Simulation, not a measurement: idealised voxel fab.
process module | voxel gate over fins
cross-section cut | 180 nm wide | cells 5 nm
A cross-section is a grid of square cells, given in bands from the top down. A band is one or more rows of cells.
Each band's line starts with the height of the band's top and of its bottom, in nm. Then come its materials from left to right, each with its width in nm. One material with "throughout" fills the band from edge to edge. "air" is empty space.
Height 0 is the level under which the wafer as received is all one material. The lowest band goes on downwards, as in "0 down".
A width such as "30 to 40" changes by the same amount from each row of cells to the next, from the band's top row to its bottom row.
"no change" after a step means that no cell of the cross-section changed.
closed voids: empty space of 8 cells or more with no open way to the top, each as width x height at its distance from the left edge, in nm
after a step's settings: what the simulator itself notes on the step
overlay nm, on a step with a mask: how far to the right of its planned place the mask lay; to the left if negative
Each pair below shows a cross-section before one step and the cross-section after it, down to the lowest band that changed. The line under each pair gives the step between them, with its settings. The pairs can come from different runs of this module on the same starting wafer, so a pair continues from the pair above only where its "before" says so.
before
  0 down: Si throughout
  closed voids: none
after
  5 to 0: SiN throughout
  below 0: unchanged
  closed voids: none
the step between: op CONFORMAL_DEP | material SiN | thk nm 5
before: the cross-section after the pair above
after
  20 to 5: aC throughout
  below 5: unchanged
  closed voids: none
the step between: op DIRECTIONAL_DEP | material aC | thk nm 15
before: the cross-section after the pair above
after
  55 to 20: air 20 | resist 15 | air 25 | resist 15 | air 25 | resist 15 | air 25 | resist 15 | air 25
  below 20: unchanged
  closed voids: none
the step between: op PATTERN | tone cover | mask id FINS | material resist | width nm 15 | pitch nm 40 | thk nm 35 | overlay nm 0
before: the cross-section after the pair above
after
  40 to 20: air 20 | resist 15 | air 25 | resist 15 | air 25 | resist 15 | air 25 | resist 15 | air 25
  20 to 5: air 20 | aC 15 | air 25 | aC 15 | air 25 | aC 15 | air 25 | aC 15 | air 25
  below 5: unchanged
  closed voids: none
the step between: op DIRECTIONAL_ETCH | etch materials aC | depth nm 15
before: the cross-section after the pair above
after
  20 to 5: air 20 | aC 15 | air 25 | aC 15 | air 25 | aC 15 | air 25 | aC 15 | air 25
  below 5: unchanged
  closed voids: none
the step between: op STRIP | etch materials resist
before: the cross-section after the pair above
after
  20 to 5: air 20 | aC 15 | air 25 | aC 15 | air 25 | aC 15 | air 25 | aC 15 | air 25
  5 to 0: air 20 | SiN 15 | air 25 | SiN 15 | air 25 | SiN 15 | air 25 | SiN 15 | air 25
  below 0: unchanged
  closed voids: none
the step between: op DIRECTIONAL_ETCH | etch materials SiN | depth nm 5
before: the cross-section after the pair above
after
  20 to 5: air 20 | aC 15 | air 25 | aC 15 | air 25 | aC 15 | air 25 | aC 15 | air 25
  5 to 0: air 20 | SiN 15 | air 25 | SiN 15 | air 25 | SiN 15 | air 25 | SiN 15 | air 25
  0 to -30: air 20 | Si 15 | air 25 | Si 15 | air 25 | Si 15 | air 25 | Si 15 | air 25
  below -30: unchanged
  closed voids: none
the step between: op DIRECTIONAL_ETCH | etch materials Si | depth nm 30
before: the cross-section after the pair above
after
  5 to 0: air 20 | SiN 15 | air 25 | SiN 15 | air 25 | SiN 15 | air 25 | SiN 15 | air 25
  below 0: unchanged
  closed voids: none
the step between: op STRIP | etch materials aC
before: the cross-section after the pair above
after
  15 to 5: SiO2 throughout
  5 to 0: SiO2 20 | SiN 15 | SiO2 25 | SiN 15 | SiO2 25 | SiN 15 | SiO2 25 | SiN 15 | SiO2 25
  0 to -30: SiO2 20 | Si 15 | SiO2 25 | Si 15 | SiO2 25 | Si 15 | SiO2 25 | Si 15 | SiO2 25
  below -30: unchanged
  closed voids: none
the step between: op FILL_DEP | material SiO2 | thk nm 10
before: the cross-section after the pair above
after
  5 to 0: SiO2 20 | SiN 15 | SiO2 25 | SiN 15 | SiO2 25 | SiN 15 | SiO2 25 | SiN 15 | SiO2 25
  below 0: unchanged
  closed voids: none
the step between: op CMP | height nm 5
before: the cross-section after the pair above
after
  5 to 0: air 20 | SiN 15 | air 25 | SiN 15 | air 25 | SiN 15 | air 25 | SiN 15 | air 25
  0 to -10: air 20 | Si 15 | air 25 | Si 15 | air 25 | Si 15 | air 25 | Si 15 | air 25
  below -10: unchanged
  closed voids: none
the step between: op SELECTIVE_ETCH | etch materials SiO2 | depth nm 15
before: the cross-section after the pair above
after
  0 to -10: air 20 | Si 15 | air 25 | Si 15 | air 25 | Si 15 | air 25 | Si 15 | air 25
  below -10: unchanged
  closed voids: none
the step between: op STRIP | etch materials SiN
before: the cross-section after the pair above
after
  5 to 0: air 15 | HfO2 25 | air 15 | HfO2 25 | air 15 | HfO2 25 | air 15 | HfO2 25 | air 20
  0 to -5: air 15 | HfO2 5 | Si 15 | HfO2 5 | air 15 | HfO2 5 | Si 15 | HfO2 5 | air 15 | HfO2 5 | Si 15 | HfO2 5 | air 15 | HfO2 5 | Si 15 | HfO2 5 | air 20
  -5 to -10: HfO2 20 | Si 15 | HfO2 25 | Si 15 | HfO2 25 | Si 15 | HfO2 25 | Si 15 | HfO2 25
  below -10: unchanged
  closed voids: none
the step between: op CONFORMAL_DEP | material HfO2 | thk nm 5
before: the cross-section after the pair above
after
  10 to 5: air 10 | TiN 35 | air 5 | TiN 35 | air 5 | TiN 35 | air 5 | TiN 35 | air 15
  5 to 0: air 10 | TiN 5 | HfO2 25 | TiN 5 | air 5 | TiN 5 | HfO2 25 | TiN 5 | air 5 | TiN 5 | HfO2 25 | TiN 5 | air 5 | TiN 5 | HfO2 25 | TiN 5 | air 15
  0 to -5: TiN 15 | HfO2 5 | Si 15 | HfO2 5 | TiN 15 | HfO2 5 | Si 15 | HfO2 5 | TiN 15 | HfO2 5 | Si 15 | HfO2 5 | TiN 15 | HfO2 5 | Si 15 | HfO2 5 | TiN 20
  below -5: unchanged
  closed voids: none
the step between: op CONFORMAL_DEP | material TiN | thk nm 5
before: the cross-section after the pair above
after
  20 to 10: W throughout
  10 to 5: W 10 | TiN 35 | W 5 | TiN 35 | W 5 | TiN 35 | W 5 | TiN 35 | W 15
  5 to 0: W 10 | TiN 5 | HfO2 25 | TiN 5 | W 5 | TiN 5 | HfO2 25 | TiN 5 | W 5 | TiN 5 | HfO2 25 | TiN 5 | W 5 | TiN 5 | HfO2 25 | TiN 5 | W 15
  below 0: unchanged
  closed voids: none
the step between: op FILL_DEP | material W | thk nm 10
before: the cross-section after the pair above
after
  15 to 10: W throughout
  below 10: unchanged
  closed voids: none
the step between: op CMP | height nm 15
before: the cross-section after the pair above
after
  20 to 15: SiCN throughout
  below 15: unchanged
  closed voids: none
the step between: op CONFORMAL_DEP | material SiCN | thk nm 5
before
  0 to -10: air 20 | Si 15 | air 25 | Si 15 | air 25 | Si 15 | air 25 | Si 15 | air 25
  -10 to -30: SiO2 20 | Si 15 | SiO2 25 | Si 15 | SiO2 25 | Si 15 | SiO2 25 | Si 15 | SiO2 25
  -30 down: Si throughout
  closed voids: none
after
  5 to 0: air 15 | TiN 25 | air 15 | TiN 25 | air 15 | TiN 25 | air 15 | TiN 25 | air 20
  0 to -5: air 15 | TiN 5 | Si 15 | TiN 5 | air 15 | TiN 5 | Si 15 | TiN 5 | air 15 | TiN 5 | Si 15 | TiN 5 | air 15 | TiN 5 | Si 15 | TiN 5 | air 20
  -5 to -10: TiN 20 | Si 15 | TiN 25 | Si 15 | TiN 25 | Si 15 | TiN 25 | Si 15 | TiN 25
  below -10: unchanged
  closed voids: none
the step between: op CONFORMAL_DEP | material TiN | thk nm 5
before: the cross-section after the pair above
after
  15 to 5: W throughout
  5 to 0: W 15 | TiN 25 | W 15 | TiN 25 | W 15 | TiN 25 | W 15 | TiN 25 | W 20
  0 to -5: W 15 | TiN 5 | Si 15 | TiN 5 | W 15 | TiN 5 | Si 15 | TiN 5 | W 15 | TiN 5 | Si 15 | TiN 5 | W 15 | TiN 5 | Si 15 | TiN 5 | W 20
  below -5: unchanged
  closed voids: none
the step between: op FILL_DEP | material W | thk nm 10
before: the cross-section after the pair above
after
  20 to 15: SiCN throughout
  below 15: unchanged
  closed voids: none
the step between: op CONFORMAL_DEP | material SiCN | thk nm 5
before
  5 to 0: air 20 | SiN 15 | air 25 | SiN 15 | air 25 | SiN 15 | air 25 | SiN 15 | air 25
  0 to -10: air 20 | Si 15 | air 25 | Si 15 | air 25 | Si 15 | air 25 | Si 15 | air 25
  -10 to -30: SiO2 20 | Si 15 | SiO2 25 | Si 15 | SiO2 25 | Si 15 | SiO2 25 | Si 15 | SiO2 25
  -30 down: Si throughout
  closed voids: none
after
  5 to 0: air 20 | SiN 15 | air 25 | SiN 15 | air 25 | SiN 15 | air 25 | SiN 15 | air 25
  0 to -25: air 20 | Si 15 | air 25 | Si 15 | air 25 | Si 15 | air 25 | Si 15 | air 25
  below -25: unchanged
  closed voids: none
the step between: op SELECTIVE_ETCH | etch materials SiO2 | depth nm 15
before: the cross-section after the pair above
after
  0 to -25: air 20 | Si 15 | air 25 | Si 15 | air 25 | Si 15 | air 25 | Si 15 | air 25
  below -25: unchanged
  closed voids: none
the step between: op STRIP | etch materials SiN
before: the cross-section after the pair above
after
  5 to 0: air 15 | HfO2 25 | air 15 | HfO2 25 | air 15 | HfO2 25 | air 15 | HfO2 25 | air 20
  0 to -20: air 15 | HfO2 5 | Si 15 | HfO2 5 | air 15 | HfO2 5 | Si 15 | HfO2 5 | air 15 | HfO2 5 | Si 15 | HfO2 5 | air 15 | HfO2 5 | Si 15 | HfO2 5 | air 20
  -20 to -25: HfO2 20 | Si 15 | HfO2 25 | Si 15 | HfO2 25 | Si 15 | HfO2 25 | Si 15 | HfO2 25
  below -25: unchanged
  closed voids: none
the step between: op CONFORMAL_DEP | material HfO2 | thk nm 5
before: the cross-section after the pair above
after
  10 to 5: air 10 | TiN 35 | air 5 | TiN 35 | air 5 | TiN 35 | air 5 | TiN 35 | air 15
  5 to 0: air 10 | TiN 5 | HfO2 25 | TiN 5 | air 5 | TiN 5 | HfO2 25 | TiN 5 | air 5 | TiN 5 | HfO2 25 | TiN 5 | air 5 | TiN 5 | HfO2 25 | TiN 5 | air 15
  0 to -15: air 10 | TiN 5 | HfO2 5 | Si 15 | HfO2 5 | TiN 5 | air 5 | TiN 5 | HfO2 5 | Si 15 | HfO2 5 | TiN 5 | air 5 | TiN 5 | HfO2 5 | Si 15 | HfO2 5 | TiN 5 | air 5 | TiN 5 | HfO2 5 | Si 15 | HfO2 5 | TiN 5 | air 15
  -15 to -20: TiN 15 | HfO2 5 | Si 15 | HfO2 5 | TiN 15 | HfO2 5 | Si 15 | HfO2 5 | TiN 15 | HfO2 5 | Si 15 | HfO2 5 | TiN 15 | HfO2 5 | Si 15 | HfO2 5 | TiN 20
  below -20: unchanged
  closed voids: none
the step between: op CONFORMAL_DEP | material TiN | thk nm 5
before: the cross-section after the pair above
after
  20 to 10: W throughout
  10 to 5: W 10 | TiN 35 | W 5 | TiN 35 | W 5 | TiN 35 | W 5 | TiN 35 | W 15
  5 to 0: W 10 | TiN 5 | HfO2 25 | TiN 5 | W 5 | TiN 5 | HfO2 25 | TiN 5 | W 5 | TiN 5 | HfO2 25 | TiN 5 | W 5 | TiN 5 | HfO2 25 | TiN 5 | W 15
  0 to -15: W 10 | TiN 5 | HfO2 5 | Si 15 | HfO2 5 | TiN 5 | W 5 | TiN 5 | HfO2 5 | Si 15 | HfO2 5 | TiN 5 | W 5 | TiN 5 | HfO2 5 | Si 15 | HfO2 5 | TiN 5 | W 5 | TiN 5 | HfO2 5 | Si 15 | HfO2 5 | TiN 5 | W 15
  below -15: unchanged
  closed voids: none
the step between: op FILL_DEP | material W | thk nm 10
before: the cross-section after the pair above
after
  15 to 10: W throughout
  below 10: unchanged
  closed voids: none
the step between: op CMP | height nm 15
before: the cross-section after the pair above
after
  20 to 15: SiCN throughout
  below 15: unchanged
  closed voids: none
the step between: op CONFORMAL_DEP | material SiCN | thk nm 5
before
  5 to 0: SiO2 20 | SiN 15 | SiO2 25 | SiN 15 | SiO2 25 | SiN 15 | SiO2 25 | SiN 15 | SiO2 25
  0 to -30: SiO2 20 | Si 15 | SiO2 25 | Si 15 | SiO2 25 | Si 15 | SiO2 25 | Si 15 | SiO2 25
  -30 down: Si throughout
  closed voids: none
after
  5 to 0: SiO2 20 | air 15 | SiO2 25 | air 15 | SiO2 25 | air 15 | SiO2 25 | air 15 | SiO2 25
  below 0: unchanged
  closed voids: none
the step between: op STRIP | etch materials SiN
before: the cross-section after the pair above
after
  0 to -10: air 20 | Si 15 | air 25 | Si 15 | air 25 | Si 15 | air 25 | Si 15 | air 25
  -10 to -15: SiO2 5 | air 15 | Si 15 | air 25 | Si 15 | air 25 | Si 15 | air 25 | Si 15 | air 15 | SiO2 10
  below -15: unchanged
  closed voids: none
the step between: op SELECTIVE_ETCH | etch materials SiO2 | depth nm 15
before: the cross-section after the pair above
after
  5 to 0: air 15 | HfO2 25 | air 15 | HfO2 25 | air 15 | HfO2 25 | air 15 | HfO2 25 | air 20
  0 to -5: air 15 | HfO2 5 | Si 15 | HfO2 5 | air 15 | HfO2 5 | Si 15 | HfO2 5 | air 15 | HfO2 5 | Si 15 | HfO2 5 | air 15 | HfO2 5 | Si 15 | HfO2 5 | air 20
  -5 to -10: HfO2 10 | air 5 | HfO2 5 | Si 15 | HfO2 5 | air 15 | HfO2 5 | Si 15 | HfO2 5 | air 15 | HfO2 5 | Si 15 | HfO2 5 | air 15 | HfO2 5 | Si 15 | HfO2 5 | air 5 | HfO2 15
  -10 to -15: SiO2 5 | HfO2 15 | Si 15 | HfO2 25 | Si 15 | HfO2 25 | Si 15 | HfO2 25 | Si 15 | HfO2 15 | SiO2 10
  below -15: unchanged
  closed voids: none
the step between: op CONFORMAL_DEP | material HfO2 | thk nm 5
before: the cross-section after the pair above
after
  10 to 5: air 10 | TiN 35 | air 5 | TiN 35 | air 5 | TiN 35 | air 5 | TiN 35 | air 15
  5 to 0: air 10 | TiN 5 | HfO2 25 | TiN 5 | air 5 | TiN 5 | HfO2 25 | TiN 5 | air 5 | TiN 5 | HfO2 25 | TiN 5 | air 5 | TiN 5 | HfO2 25 | TiN 5 | air 15
  0 to -5: TiN 15 | HfO2 5 | Si 15 | HfO2 5 | TiN 5 | air 5 | TiN 5 | HfO2 5 | Si 15 | HfO2 5 | TiN 5 | air 5 | TiN 5 | HfO2 5 | Si 15 | HfO2 5 | TiN 5 | air 5 | TiN 5 | HfO2 5 | Si 15 | HfO2 5 | TiN 20
  -5 to -10: HfO2 10 | TiN 5 | HfO2 5 | Si 15 | HfO2 5 | TiN 15 | HfO2 5 | Si 15 | HfO2 5 | TiN 15 | HfO2 5 | Si 15 | HfO2 5 | TiN 15 | HfO2 5 | Si 15 | HfO2 5 | TiN 5 | HfO2 15
  below -10: unchanged
  closed voids: none
the step between: op CONFORMAL_DEP | material TiN | thk nm 5
before: the cross-section after the pair above
after
  20 to 10: W throughout
  10 to 5: W 10 | TiN 35 | W 5 | TiN 35 | W 5 | TiN 35 | W 5 | TiN 35 | W 15
  5 to 0: W 10 | TiN 5 | HfO2 25 | TiN 5 | W 5 | TiN 5 | HfO2 25 | TiN 5 | W 5 | TiN 5 | HfO2 25 | TiN 5 | W 5 | TiN 5 | HfO2 25 | TiN 5 | W 15
  0 to -5: TiN 15 | HfO2 5 | Si 15 | HfO2 5 | TiN 5 | W 5 | TiN 5 | HfO2 5 | Si 15 | HfO2 5 | TiN 5 | W 5 | TiN 5 | HfO2 5 | Si 15 | HfO2 5 | TiN 5 | W 5 | TiN 5 | HfO2 5 | Si 15 | HfO2 5 | TiN 20
  below -5: unchanged
  closed voids: none
the step between: op FILL_DEP | material W | thk nm 10
before: the cross-section after the pair above
after
  15 to 10: W throughout
  below 10: unchanged
  closed voids: none
the step between: op CMP | height nm 15
before: the cross-section after the pair above
after
  20 to 15: SiCN throughout
  below 15: unchanged
  closed voids: none
the step between: op CONFORMAL_DEP | material SiCN | thk nm 5
before
  20 to 10: W throughout
  10 to 5: W 10 | TiN 35 | W 5 | TiN 35 | W 5 | TiN 35 | W 5 | TiN 35 | W 15
  5 to 0: W 10 | TiN 5 | HfO2 25 | TiN 5 | W 5 | TiN 5 | HfO2 25 | TiN 5 | W 5 | TiN 5 | HfO2 25 | TiN 5 | W 5 | TiN 5 | HfO2 25 | TiN 5 | W 15
  0 to -5: TiN 15 | HfO2 5 | Si 15 | HfO2 5 | TiN 15 | HfO2 5 | Si 15 | HfO2 5 | TiN 15 | HfO2 5 | Si 15 | HfO2 5 | TiN 15 | HfO2 5 | Si 15 | HfO2 5 | TiN 20
  -5 to -10: HfO2 20 | Si 15 | HfO2 25 | Si 15 | HfO2 25 | Si 15 | HfO2 25 | Si 15 | HfO2 25
  -10 to -30: SiO2 20 | Si 15 | SiO2 25 | Si 15 | SiO2 25 | Si 15 | SiO2 25 | Si 15 | SiO2 25
  -30 down: Si throughout
  closed voids: none
after
  5 to 0: W 10 | TiN 5 | HfO2 25 | TiN 5 | W 5 | TiN 5 | HfO2 25 | TiN 5 | W 5 | TiN 5 | HfO2 25 | TiN 5 | W 5 | TiN 5 | HfO2 25 | TiN 5 | W 15
  below 0: unchanged
  closed voids: none
the step between: op CMP | height nm 5
before: the cross-section after the pair above
after
  10 to 5: SiCN throughout
  below 5: unchanged
  closed voids: none
the step between: op CONFORMAL_DEP | material SiCN | thk nm 5
before
  20 to 5: aC throughout
  5 to 0: SiN throughout
  0 down: Si throughout
  closed voids: none
after
  55 to 20: air 15 | resist 25 | air 15 | resist 25 | air 15 | resist 25 | air 15 | resist 25 | air 20
  below 20: unchanged
  closed voids: none
the step between: op PATTERN | tone cover | mask id FINS | material resist | width nm 25 | pitch nm 40 | thk nm 35 | overlay nm 0
before: the cross-section after the pair above
after
  40 to 20: air 15 | resist 25 | air 15 | resist 25 | air 15 | resist 25 | air 15 | resist 25 | air 20
  20 to 5: air 15 | aC 25 | air 15 | aC 25 | air 15 | aC 25 | air 15 | aC 25 | air 20
  below 5: unchanged
  closed voids: none
the step between: op DIRECTIONAL_ETCH | etch materials aC | depth nm 15
before: the cross-section after the pair above
after
  20 to 5: air 15 | aC 25 | air 15 | aC 25 | air 15 | aC 25 | air 15 | aC 25 | air 20
  below 5: unchanged
  closed voids: none
the step between: op STRIP | etch materials resist
before: the cross-section after the pair above
after
  20 to 5: air 15 | aC 25 | air 15 | aC 25 | air 15 | aC 25 | air 15 | aC 25 | air 20
  5 to 0: air 15 | SiN 25 | air 15 | SiN 25 | air 15 | SiN 25 | air 15 | SiN 25 | air 20
  below 0: unchanged
  closed voids: none
the step between: op DIRECTIONAL_ETCH | etch materials SiN | depth nm 5
before: the cross-section after the pair above
after
  20 to 5: air 15 | aC 25 | air 15 | aC 25 | air 15 | aC 25 | air 15 | aC 25 | air 20
  5 to 0: air 15 | SiN 25 | air 15 | SiN 25 | air 15 | SiN 25 | air 15 | SiN 25 | air 20
  0 to -30: air 15 | Si 25 | air 15 | Si 25 | air 15 | Si 25 | air 15 | Si 25 | air 20
  below -30: unchanged
  closed voids: none
the step between: op DIRECTIONAL_ETCH | etch materials Si | depth nm 30
before: the cross-section after the pair above
after
  5 to 0: air 15 | SiN 25 | air 15 | SiN 25 | air 15 | SiN 25 | air 15 | SiN 25 | air 20
  below 0: unchanged
  closed voids: none
the step between: op STRIP | etch materials aC
before: the cross-section after the pair above
after
  15 to 5: SiO2 throughout
  5 to 0: SiO2 15 | SiN 25 | SiO2 15 | SiN 25 | SiO2 15 | SiN 25 | SiO2 15 | SiN 25 | SiO2 20
  0 to -30: SiO2 15 | Si 25 | SiO2 15 | Si 25 | SiO2 15 | Si 25 | SiO2 15 | Si 25 | SiO2 20
  below -30: unchanged
  closed voids: none
the step between: op FILL_DEP | material SiO2 | thk nm 10
before: the cross-section after the pair above
after
  5 to 0: SiO2 15 | SiN 25 | SiO2 15 | SiN 25 | SiO2 15 | SiN 25 | SiO2 15 | SiN 25 | SiO2 20
  below 0: unchanged
  closed voids: none
the step between: op CMP | height nm 5
before: the cross-section after the pair above
after
  5 to 0: air 15 | SiN 25 | air 15 | SiN 25 | air 15 | SiN 25 | air 15 | SiN 25 | air 20
  0 to -10: air 15 | Si 25 | air 15 | Si 25 | air 15 | Si 25 | air 15 | Si 25 | air 20
  below -10: unchanged
  closed voids: none
the step between: op SELECTIVE_ETCH | etch materials SiO2 | depth nm 15
before: the cross-section after the pair above
after
  0 to -10: air 15 | Si 25 | air 15 | Si 25 | air 15 | Si 25 | air 15 | Si 25 | air 20
  below -10: unchanged
  closed voids: none
the step between: op STRIP | etch materials SiN
before: the cross-section after the pair above
after
  5 to 0: air 10 | HfO2 35 | air 5 | HfO2 35 | air 5 | HfO2 35 | air 5 | HfO2 35 | air 15
  0 to -5: air 10 | HfO2 5 | Si 25 | HfO2 5 | air 5 | HfO2 5 | Si 25 | HfO2 5 | air 5 | HfO2 5 | Si 25 | HfO2 5 | air 5 | HfO2 5 | Si 25 | HfO2 5 | air 15
  -5 to -10: HfO2 15 | Si 25 | HfO2 15 | Si 25 | HfO2 15 | Si 25 | HfO2 15 | Si 25 | HfO2 20
  below -10: unchanged
  closed voids: none
the step between: op CONFORMAL_DEP | material HfO2 | thk nm 5
before: the cross-section after the pair above
after
  10 to 5: air 5 | TiN 165 | air 10
  5 to 0: air 5 | TiN 5 | HfO2 35 | TiN 5 | HfO2 35 | TiN 5 | HfO2 35 | TiN 5 | HfO2 35 | TiN 5 | air 10
  0 to -5: TiN 10 | HfO2 5 | Si 25 | HfO2 5 | TiN 5 | HfO2 5 | Si 25 | HfO2 5 | TiN 5 | HfO2 5 | Si 25 | HfO2 5 | TiN 5 | HfO2 5 | Si 25 | HfO2 5 | TiN 15
  below -5: unchanged
  closed voids: none
the step between: op CONFORMAL_DEP | material TiN | thk nm 5
before: the cross-section after the pair above
after
  20 to 10: W throughout
  10 to 5: W 5 | TiN 165 | W 10
  5 to 0: W 5 | TiN 5 | HfO2 35 | TiN 5 | HfO2 35 | TiN 5 | HfO2 35 | TiN 5 | HfO2 35 | TiN 5 | W 10
  below 0: unchanged
  closed voids: none
the step between: op FILL_DEP | material W | thk nm 10
before: the cross-section after the pair above
after
  15 to 10: W throughout
  below 10: unchanged
  closed voids: none
the step between: op CMP | height nm 15
before: the cross-section after the pair above
after
  20 to 15: SiCN throughout
  below 15: unchanged
  closed voids: none
the step between: op CONFORMAL_DEP | material SiCN | thk nm 5
before
  20 to 5: aC throughout
  5 to 0: SiN throughout
  0 down: Si throughout
  closed voids: none
after
  55 to 20: air 30 | resist 15 | air 25 | resist 15 | air 25 | resist 15 | air 25 | resist 15 | air 15
  below 20: unchanged
  closed voids: none
the step between: op PATTERN | tone cover | mask id FINS | material resist | width nm 15 | pitch nm 40 | thk nm 35 | overlay nm 10
before: the cross-section after the pair above
after
  40 to 20: air 30 | resist 15 | air 25 | resist 15 | air 25 | resist 15 | air 25 | resist 15 | air 15
  20 to 5: air 30 | aC 15 | air 25 | aC 15 | air 25 | aC 15 | air 25 | aC 15 | air 15
  below 5: unchanged
  closed voids: none
the step between: op DIRECTIONAL_ETCH | etch materials aC | depth nm 15
before: the cross-section after the pair above
after
  20 to 5: air 30 | aC 15 | air 25 | aC 15 | air 25 | aC 15 | air 25 | aC 15 | air 15
  below 5: unchanged
  closed voids: none
the step between: op STRIP | etch materials resist
before: the cross-section after the pair above
after
  20 to 5: air 30 | aC 15 | air 25 | aC 15 | air 25 | aC 15 | air 25 | aC 15 | air 15
  5 to 0: air 30 | SiN 15 | air 25 | SiN 15 | air 25 | SiN 15 | air 25 | SiN 15 | air 15
  below 0: unchanged
  closed voids: none
the step between: op DIRECTIONAL_ETCH | etch materials SiN | depth nm 5
before: the cross-section after the pair above
after
  20 to 5: air 30 | aC 15 | air 25 | aC 15 | air 25 | aC 15 | air 25 | aC 15 | air 15
  5 to 0: air 30 | SiN 15 | air 25 | SiN 15 | air 25 | SiN 15 | air 25 | SiN 15 | air 15
  0 to -30: air 30 | Si 15 | air 25 | Si 15 | air 25 | Si 15 | air 25 | Si 15 | air 15
  below -30: unchanged
  closed voids: none
the step between: op DIRECTIONAL_ETCH | etch materials Si | depth nm 30
before: the cross-section after the pair above
after
  5 to 0: air 30 | SiN 15 | air 25 | SiN 15 | air 25 | SiN 15 | air 25 | SiN 15 | air 15
  below 0: unchanged
  closed voids: none
the step between: op STRIP | etch materials aC
before: the cross-section after the pair above
after
  15 to 5: SiO2 throughout
  5 to 0: SiO2 30 | SiN 15 | SiO2 25 | SiN 15 | SiO2 25 | SiN 15 | SiO2 25 | SiN 15 | SiO2 15
  0 to -30: SiO2 30 | Si 15 | SiO2 25 | Si 15 | SiO2 25 | Si 15 | SiO2 25 | Si 15 | SiO2 15
  below -30: unchanged
  closed voids: none
the step between: op FILL_DEP | material SiO2 | thk nm 10
before: the cross-section after the pair above
after
  5 to 0: SiO2 30 | SiN 15 | SiO2 25 | SiN 15 | SiO2 25 | SiN 15 | SiO2 25 | SiN 15 | SiO2 15
  below 0: unchanged
  closed voids: none
the step between: op CMP | height nm 5
before: the cross-section after the pair above
after
  5 to 0: air 30 | SiN 15 | air 25 | SiN 15 | air 25 | SiN 15 | air 25 | SiN 15 | air 15
  0 to -10: air 30 | Si 15 | air 25 | Si 15 | air 25 | Si 15 | air 25 | Si 15 | air 15
  below -10: unchanged
  closed voids: none
the step between: op SELECTIVE_ETCH | etch materials SiO2 | depth nm 15
before: the cross-section after the pair above
after
  0 to -10: air 30 | Si 15 | air 25 | Si 15 | air 25 | Si 15 | air 25 | Si 15 | air 15
  below -10: unchanged
  closed voids: none
the step between: op STRIP | etch materials SiN
before: the cross-section after the pair above
after
  5 to 0: air 25 | HfO2 25 | air 15 | HfO2 25 | air 15 | HfO2 25 | air 15 | HfO2 25 | air 10
  0 to -5: air 25 | HfO2 5 | Si 15 | HfO2 5 | air 15 | HfO2 5 | Si 15 | HfO2 5 | air 15 | HfO2 5 | Si 15 | HfO2 5 | air 15 | HfO2 5 | Si 15 | HfO2 5 | air 10
  -5 to -10: HfO2 30 | Si 15 | HfO2 25 | Si 15 | HfO2 25 | Si 15 | HfO2 25 | Si 15 | HfO2 15
  below -10: unchanged
  closed voids: none
the step between: op CONFORMAL_DEP | material HfO2 | thk nm 5
before: the cross-section after the pair above
after
  10 to 5: air 20 | TiN 35 | air 5 | TiN 35 | air 5 | TiN 35 | air 5 | TiN 35 | air 5
  5 to 0: air 20 | TiN 5 | HfO2 25 | TiN 5 | air 5 | TiN 5 | HfO2 25 | TiN 5 | air 5 | TiN 5 | HfO2 25 | TiN 5 | air 5 | TiN 5 | HfO2 25 | TiN 5 | air 5
  0 to -5: TiN 25 | HfO2 5 | Si 15 | HfO2 5 | TiN 15 | HfO2 5 | Si 15 | HfO2 5 | TiN 15 | HfO2 5 | Si 15 | HfO2 5 | TiN 15 | HfO2 5 | Si 15 | HfO2 5 | TiN 10
  below -5: unchanged
  closed voids: none
the step between: op CONFORMAL_DEP | material TiN | thk nm 5
before: the cross-section after the pair above
after
  20 to 10: W throughout
  10 to 5: W 20 | TiN 35 | W 5 | TiN 35 | W 5 | TiN 35 | W 5 | TiN 35 | W 5
  5 to 0: W 20 | TiN 5 | HfO2 25 | TiN 5 | W 5 | TiN 5 | HfO2 25 | TiN 5 | W 5 | TiN 5 | HfO2 25 | TiN 5 | W 5 | TiN 5 | HfO2 25 | TiN 5 | W 5
  below 0: unchanged
  closed voids: none
the step between: op FILL_DEP | material W | thk nm 10
before: the cross-section after the pair above
after
  15 to 10: W throughout
  below 10: unchanged
  closed voids: none
the step between: op CMP | height nm 15
before: the cross-section after the pair above
after
  20 to 15: SiCN throughout
  below 15: unchanged
  closed voids: none
the step between: op CONFORMAL_DEP | material SiCN | thk nm 5
before
  15 to 10: W throughout
  10 to 5: W 10 | TiN 35 | W 5 | TiN 35 | W 5 | TiN 35 | W 5 | TiN 35 | W 15
  5 to 0: W 10 | TiN 5 | HfO2 25 | TiN 5 | W 5 | TiN 5 | HfO2 25 | TiN 5 | W 5 | TiN 5 | HfO2 25 | TiN 5 | W 5 | TiN 5 | HfO2 25 | TiN 5 | W 15
  0 to -5: TiN 15 | HfO2 5 | Si 15 | HfO2 5 | TiN 15 | HfO2 5 | Si 15 | HfO2 5 | TiN 15 | HfO2 5 | Si 15 | HfO2 5 | TiN 15 | HfO2 5 | Si 15 | HfO2 5 | TiN 20
  -5 to -10: HfO2 20 | Si 15 | HfO2 25 | Si 15 | HfO2 25 | Si 15 | HfO2 25 | Si 15 | HfO2 25
  -10 to -30: SiO2 20 | Si 15 | SiO2 25 | Si 15 | SiO2 25 | Si 15 | SiO2 25 | Si 15 | SiO2 25
  -30 down: Si throughout
  closed voids: none
after
  20 to 15: SiO2 throughout
  below 15: unchanged
  closed voids: none
the step between: op CONFORMAL_DEP | material SiO2 | thk nm 5
before
  20 to 5: aC throughout
  5 to 0: SiN throughout
  0 down: Si throughout
  closed voids: none
after
  55 to 20: resist 20 | air 15 | resist 25 | air 15 | resist 25 | air 15 | resist 25 | air 15 | resist 25
  below 20: unchanged
  closed voids: none
the step between: op PATTERN | tone open | mask id FINS | material resist | width nm 15 | pitch nm 40 | thk nm 35 | overlay nm 0
before: the cross-section after the pair above
after
  40 to 20: resist 20 | air 15 | resist 25 | air 15 | resist 25 | air 15 | resist 25 | air 15 | resist 25
  20 to 5: aC 20 | air 15 | aC 25 | air 15 | aC 25 | air 15 | aC 25 | air 15 | aC 25
  below 5: unchanged
  closed voids: none
the step between: op DIRECTIONAL_ETCH | etch materials aC | depth nm 15
before: the cross-section after the pair above
after
  20 to 5: aC 20 | air 15 | aC 25 | air 15 | aC 25 | air 15 | aC 25 | air 15 | aC 25
  below 5: unchanged
  closed voids: none
the step between: op STRIP | etch materials resist
before: the cross-section after the pair above
after
  20 to 5: aC 20 | air 15 | aC 25 | air 15 | aC 25 | air 15 | aC 25 | air 15 | aC 25
  5 to 0: SiN 20 | air 15 | SiN 25 | air 15 | SiN 25 | air 15 | SiN 25 | air 15 | SiN 25
  below 0: unchanged
  closed voids: none
the step between: op DIRECTIONAL_ETCH | etch materials SiN | depth nm 5
